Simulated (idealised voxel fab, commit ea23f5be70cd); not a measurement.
This section sets out a process module, namely voxel self aligned contacts.
Each square cell in cross-section cut measures 5 nm, and the section as a whole is 145 nm wide.
A cross-section in this document is a grid of square cells, and it is written down as bands, the top band listed before the ones below it; a band is made up of one or more rows of cells. Band: top and bottom heights (nm) first, top before bottom; then materials from left to right, widths in nm. "full width" marks a sole material filling the band edge to edge. "empty" denotes empty space. It should be noted that heights are counted from 0, beneath which the wafer as supplied is of one material throughout, and that the lowest band possesses no lower boundary but continues downward, as written in "0..down". Per-row width for "30..40": begins at first number (top row of band), ends at second number (bottom row), increment between rows held constant. No cell of the cross-section changed in a step that is given as "nothing altered". The list in "Closed internal cavities" covers empty spaces of 8 cells or more that cannot reach the top through any open way, and it gives each as width x height at distance; the distance is from the left edge, and width, height and distance are in nm. Read whatever lies past the settings on a step's line as the simulator's own remark about the step. On any step carrying a mask, the "overlay nm" setting, if present on the step's line, tells how far right of its planned place the mask lay; negative values point to the left.

**These are the steps we planned for the process**
- 1: RECEIVE with material Si
- 2: OXIDIZE with depth nm 5
- 3: DIRECTIONAL_DEP with material polySi, thk nm 20
- 4: DIRECTIONAL_DEP with material SiN, thk nm 25
- 5: DIRECTIONAL_DEP with material aC, thk nm 10
- 6: PATTERN with tone cover, mask id GATE, material resist, width nm 35, pitch nm 75, thk nm 25, overlay nm 0
- 7: DIRECTIONAL_ETCH with etch materials aC, depth nm 10
- 8: STRIP with etch materials resist
- 9: DIRECTIONAL_ETCH with etch materials SiN, depth nm 25
- 10: DIRECTIONAL_ETCH with etch materials polySi, depth nm 20
- 11: STRIP with etch materials aC
- 12: CONFORMAL_DEP with material SiN, thk nm 10
- 13: DIRECTIONAL_ETCH with etch materials SiN, depth nm 10
- 14: FILL_DEP with material SiO2, thk nm 15
- 15: CMP with height nm 55
- 16: MASKED_ETCH with tone open, mask id CONTACT, width nm 50, etch materials SiO2, depth nm 60, overlay nm 0
- 17: CONFORMAL_DEP with material TiN, thk nm 5
- 18: FILL_DEP with material Ru, thk nm 5
- 19: CMP with height nm 55
- 20: CONFORMAL_DEP with material SiCN, thk nm 5

**Received-state cross-section, reflecting completion of step 1**
* 0..down  Si full width
* Closed internal cavities: none

**Cross-section, first of two wafers, end of module, run as planned**
* 60..55  SiCN full width
* 55..45  45 SiO2  5..20 TiN  40..10 Ru  5..20 TiN  50 SiO2
* 45..20  5 SiO2  55 SiN  5 TiN  10 Ru  5 TiN  55 SiN  10 SiO2
* 20..0  5 SiO2  10 SiN  35 polySi  10 SiN  5 TiN  10 Ru  5 TiN  10 SiN  35 polySi  10 SiN  10 SiO2
* 0..-5  60 SiO2  20 TiN  65 SiO2
* -5..down  Si full width
* Closed internal cavities: none

**Presented here is a cross-section of the second of the two wafers as it stood at the end of the module. It was started in the same manner and assigned the same plan as the first wafer; however, one mistake was made in its execution**
* 60..55  SiCN full width
* 55..50  45 SiO2  5 TiN  40 Ru  5 TiN  50 SiO2
* 50..45  45 SiO2  50 TiN  50 SiO2
* 45..20  Ru full width
* 20..0  polySi full width
* 0..-5  SiO2 full width
* -5..down  Si full width
* Closed internal cavities: none
The mistake made against the process plan was this: step 4 was not run as planned; what actually ran was DIRECTIONAL_DEP with material Ru, thk nm 25
Looking at both finished wafers in cells, the second ends up ahead of or behind the first on some materials: Ru: 125 more; SiN: 142 fewer; SiO2: 23 fewer; TiN: 20 fewer; polySi: 60 more
